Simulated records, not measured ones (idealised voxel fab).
process module | voxel self aligned contacts
cross-section cut | 210 nm wide | cells 5 nm
A cross-section is a grid of square cells, given in bands from the top down. A band is one or more rows of cells.
Each band's line starts with the height of the band's top and of its bottom, in nm. Then come its materials from left to right, each with its width in nm. One material with "throughout" fills the band from edge to edge. "air" is empty space.
Height 0 is the level under which the wafer as received is all one material. The lowest band goes on downwards, as in "0 down".
A width such as "30 to 40" changes by the same amount from each row of cells to the next, from the band's top row to its bottom row.
"no change" after a step means that no cell of the cross-section changed.
closed voids: empty space of 8 cells or more with no open way to the top, each as width x height at its distance from the left edge, in nm
after a step's settings: what the simulator itself notes on the step
overlay nm, on a step with a mask: how far to the right of its planned place the mask lay; to the left if negative
plan
1 op RECEIVE | material Si
2 op CONFORMAL_DEP | material SiO2 | thk nm 5
3 op DIRECTIONAL_DEP | material polySi | thk nm 20
4 op DIRECTIONAL_DEP | material SiN | thk nm 15
5 op DIRECTIONAL_DEP | material aC | thk nm 10
6 op PATTERN | tone cover | mask id GATE | material resist | width nm 35 | pitch nm 60 | thk nm 30 | overlay nm 0
7 op DIRECTIONAL_ETCH | etch materials aC | depth nm 10
8 op STRIP | etch materials resist
9 op DIRECTIONAL_ETCH | etch materials SiN | depth nm 15
10 op DIRECTIONAL_ETCH | etch materials polySi | depth nm 20
11 op STRIP | etch materials aC
12 op CONFORMAL_DEP | material SiN | thk nm 5
13 op DIRECTIONAL_ETCH | etch materials SiN | depth nm 5
14 op FILL_DEP | material SiO2 | thk nm 15
15 op CMP | height nm 50
16 op PATTERN | tone open | mask id CONTACT | material resist | width nm 35 | thk nm 20 | overlay nm 0
17 op DIRECTIONAL_ETCH | etch materials SiO2 | depth nm 50
18 op STRIP | etch materials resist
19 op CONFORMAL_DEP | material TiN | thk nm 5
20 op FILL_DEP | material W | thk nm 5
21 op CMP | height nm 50
22 op CONFORMAL_DEP | material SiN | thk nm 5
first wafer, as planned
as received, after step 1
  0 down: Si throughout
  closed voids: none
after step 2
  5 to 0: SiO2 throughout
  below 0: unchanged
after step 3
  25 to 5: polySi throughout
  below 5: unchanged
after step 4
  40 to 25: SiN throughout
  below 25: unchanged
after step 5
  50 to 40: aC throughout
  below 40: unchanged
after step 6
  80 to 50: air 55 | resist 35 | air 25 | resist 35 | air 60
  below 50: unchanged
after step 7
  70 to 50: air 55 | resist 35 | air 25 | resist 35 | air 60
  50 to 40: air 55 | aC 35 | air 25 | aC 35 | air 60
  below 40: unchanged
after step 8
  50 to 40: air 55 | aC 35 | air 25 | aC 35 | air 60
  below 40: unchanged
after step 9
  50 to 40: air 55 | aC 35 | air 25 | aC 35 | air 60
  40 to 25: air 55 | SiN 35 | air 25 | SiN 35 | air 60
  below 25: unchanged
after step 10
  50 to 40: air 55 | aC 35 | air 25 | aC 35 | air 60
  40 to 25: air 55 | SiN 35 | air 25 | SiN 35 | air 60
  25 to 5: air 55 | polySi 35 | air 25 | polySi 35 | air 60
  below 5: unchanged
after step 11
  40 to 25: air 55 | SiN 35 | air 25 | SiN 35 | air 60
  below 25: unchanged
after step 12
  45 to 25: air 50 | SiN 45 | air 15 | SiN 45 | air 55
  25 to 10: air 50 | SiN 5 | polySi 35 | SiN 5 | air 15 | SiN 5 | polySi 35 | SiN 5 | air 55
  10 to 5: SiN 55 | polySi 35 | SiN 25 | polySi 35 | SiN 60
  below 5: unchanged
after step 13
  40 to 25: air 50 | SiN 45 | air 15 | SiN 45 | air 55
  25 to 5: air 50 | SiN 5 | polySi 35 | SiN 5 | air 15 | SiN 5 | polySi 35 | SiN 5 | air 55
  below 5: unchanged
after step 14
  55 to 40: SiO2 throughout
  40 to 25: SiO2 50 | SiN 45 | SiO2 15 | SiN 45 | SiO2 55
  25 to 5: SiO2 50 | SiN 5 | polySi 35 | SiN 5 | SiO2 15 | SiN 5 | polySi 35 | SiN 5 | SiO2 55
  below 5: unchanged
after step 15
  50 to 40: SiO2 throughout
  below 40: unchanged
after step 16
  70 to 50: resist 85 | air 35 | resist 90
  below 50: unchanged
after step 17
  70 to 50: resist 85 | air 35 | resist 90
  50 to 40: SiO2 85 | air 35 | SiO2 90
  40 to 25: SiO2 50 | SiN 45 | air 15 | SiN 45 | SiO2 55
  25 to 5: SiO2 50 | SiN 5 | polySi 35 | SiN 5 | air 15 | SiN 5 | polySi 35 | SiN 5 | SiO2 55
  5 to 0: SiO2 95 | air 15 | SiO2 100
  below 0: unchanged
after step 18
  50 to 40: SiO2 85 | air 35 | SiO2 90
  below 40: unchanged
after step 19
  55 to 50: TiN 90 | air 25 | TiN 95
  50 to 40: SiO2 85 | TiN 5 to 15 | air 25 to 5 | TiN 5 to 15 | SiO2 90
  40 to 25: SiO2 50 | SiN 45 | TiN 5 | air 5 | TiN 5 | SiN 45 | SiO2 55
  25 to 5: SiO2 50 | SiN 5 | polySi 35 | SiN 5 | TiN 5 | air 5 | TiN 5 | SiN 5 | polySi 35 | SiN 5 | SiO2 55
  5 to 0: SiO2 95 | TiN 15 | SiO2 100
  below 0: unchanged
after step 20
  60 to 55: W throughout
  55 to 50: TiN 90 | W 25 | TiN 95
  50 to 40: SiO2 85 | TiN 5 to 15 | W 25 to 5 | TiN 5 to 15 | SiO2 90
  40 to 25: SiO2 50 | SiN 45 | TiN 5 | W 5 | TiN 5 | SiN 45 | SiO2 55
  25 to 5: SiO2 50 | SiN 5 | polySi 35 | SiN 5 | TiN 5 | W 5 | TiN 5 | SiN 5 | polySi 35 | SiN 5 | SiO2 55
  below 5: unchanged
after step 21
  50 to 40: SiO2 85 | TiN 5 to 15 | W 25 to 5 | TiN 5 to 15 | SiO2 90
  below 40: unchanged
after step 22
  55 to 50: SiN throughout
  below 50: unchanged
second wafer: like start, like plan, one mistake. Through step 11 it matches the first wafer
when step 12 should have ended
  35 to 25: air 55 | SiN 35 | air 25 | SiN 35 | air 60
  below 25: unchanged
when step 13 should have ended
  40 to 25: air 50 | SiN 45 | air 15 | SiN 45 | air 55
  25 to 10: air 50 | SiN 5 | polySi 35 | SiN 5 | air 15 | SiN 5 | polySi 35 | SiN 5 | air 55
  10 to 5: SiN 55 | polySi 35 | SiN 25 | polySi 35 | SiN 60
  below 5: unchanged
when step 14 should have ended
  55 to 40: SiO2 throughout
  40 to 25: SiO2 50 | SiN 45 | SiO2 15 | SiN 45 | SiO2 55
  25 to 10: SiO2 50 | SiN 5 | polySi 35 | SiN 5 | SiO2 15 | SiN 5 | polySi 35 | SiN 5 | SiO2 55
  below 10: unchanged
when step 15 should have ended
  50 to 40: SiO2 throughout
  below 40: unchanged
when step 16 should have ended
  70 to 50: resist 85 | air 35 | resist 90
  below 50: unchanged
when step 17 should have ended
  70 to 50: resist 85 | air 35 | resist 90
  50 to 40: SiO2 85 | air 35 | SiO2 90
  40 to 25: SiO2 50 | SiN 45 | air 15 | SiN 45 | SiO2 55
  25 to 10: SiO2 50 | SiN 5 | polySi 35 | SiN 5 | air 15 | SiN 5 | polySi 35 | SiN 5 | SiO2 55
  below 10: unchanged
when step 18 should have ended
  50 to 40: SiO2 85 | air 35 | SiO2 90
  below 40: unchanged
when step 19 should have ended
  55 to 50: TiN 90 | air 25 | TiN 95
  50 to 40: SiO2 85 | TiN 5 to 15 | air 25 to 5 | TiN 5 to 15 | SiO2 90
  40 to 25: SiO2 50 | SiN 45 | TiN 5 | air 5 | TiN 5 | SiN 45 | SiO2 55
  25 to 15: SiO2 50 | SiN 5 | polySi 35 | SiN 5 | TiN 5 | air 5 | TiN 5 | SiN 5 | polySi 35 | SiN 5 | SiO2 55
  15 to 10: SiO2 50 | SiN 5 | polySi 35 | SiN 5 | TiN 15 | SiN 5 | polySi 35 | SiN 5 | SiO2 55
  below 10: unchanged
when step 20 should have ended
  60 to 55: W throughout
  55 to 50: TiN 90 | W 25 | TiN 95
  50 to 40: SiO2 85 | TiN 5 to 15 | W 25 to 5 | TiN 5 to 15 | SiO2 90
  40 to 25: SiO2 50 | SiN 45 | TiN 5 | W 5 | TiN 5 | SiN 45 | SiO2 55
  25 to 15: SiO2 50 | SiN 5 | polySi 35 | SiN 5 | TiN 5 | W 5 | TiN 5 | SiN 5 | polySi 35 | SiN 5 | SiO2 55
  below 15: unchanged
when step 21 should have ended
  50 to 40: SiO2 85 | TiN 5 to 15 | W 25 to 5 | TiN 5 to 15 | SiO2 90
  below 40: unchanged
when step 22 should have ended
  55 to 50: SiN throughout
  below 50: unchanged
what went wrong: steps 12 and 13 were swapped
at the end the second wafer has, in cells: 24 more of SiN | 18 fewer of SiO2 | 4 fewer of TiN | 2 fewer of W
